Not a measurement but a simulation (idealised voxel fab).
Title: Process Module voxel ribs on slabs
Pictured: cross-section cut, 175 nm wide, on a grid of 5 nm square cells.
If you're reading a cross-section in this doc, picture square cells in a grid; it comes to you as bands, top ones listed first down to the bottom, and a band can be one or more rows of cells.
What a band's entry tells you: where the top is and where the bottom is, as heights in nm, and after that what lies inside, material by material from left to right, each with its width in nm. Empty space is written as the word "empty", and a single material marked with the word "full width" occupies the band from edge to edge.
Height reference: 0 = level under which incoming wafer is all one material. Lowest band: no bottom, runs on downward, e.g. "0 -> down".
Note: "30 to 40" means the width goes from the first number (top row of the band) to the second number (bottom row) in equal steps per row of cells.
"nothing different" means the step left every cell of the cross-section as it was.
Empty spaces counting at least 8 cells and having no open way to the top are listed in "Fully sealed cavities". The notation width x height at distance is used for each, the distance being from the left edge and all three values in nm.
after a step's settings: what the simulator itself notes on the step
overlay nm: right-of-plan distance of the mask on a masked step; negative values mean left-of-plan.

# List of planned process steps
1. RECEIVE: material Si
2. DIRECTIONAL_DEP: material SiO2, thk nm 25
3. DIRECTIONAL_DEP: material polySi, thk nm 15
4. DIRECTIONAL_DEP: material aC, thk nm 10
5. PATTERN: tone cover, mask id RIB, material resist, width nm 20, thk nm 25, overlay nm 0
6. DIRECTIONAL_ETCH: etch materials aC, depth nm 10
7. STRIP: etch materials resist
8. DIRECTIONAL_ETCH: etch materials polySi, depth nm 10
9. STRIP: etch materials aC
10. PATTERN: tone cover, mask id SLAB, material resist, width nm 70, thk nm 15, overlay nm 0
11. DIRECTIONAL_ETCH: etch materials polySi, depth nm 5
12. STRIP: etch materials resist
13. FILL_DEP: material SiO2, thk nm 25
14. CMP: height nm 60
15. DIRECTIONAL_DEP: material TiN, thk nm 10
16. DIRECTIONAL_DEP: material aC, thk nm 15
17. PATTERN: tone cover, mask id HEATER, material resist, width nm 30, thk nm 35, overlay nm 0
18. DIRECTIONAL_ETCH: etch materials aC, depth nm 15
19. STRIP: etch materials resist
20. DIRECTIONAL_ETCH: etch materials TiN, depth nm 10
21. STRIP: etch materials aC
22. CONFORMAL_DEP: material SiO2, thk nm 5

# Cross-section of the wafer upon arrival, representing the state reached after step 1
0 -> down = Si full width
Fully sealed cavities: none

# The plan above was carried out on the starting structure above with one mistake, and this cross-section shows the wafer at the end of the module
75 -> 70 = empty (65); SiO2 (40); empty (70)
70 -> 65 = empty (65); SiO2 (5); TiN (30); SiO2 (5); empty (70)
65 -> 60 = SiO2 (70); TiN (30); SiO2 (75)
60 -> 50 = SiO2 (75 to 50); polySi (20 to 70); SiO2 (80 to 55)
50 -> 0 = SiO2 full width
0 -> down = Si full width
Fully sealed cavities: none
Diagnosis: step 2 of the plan was twice carried out
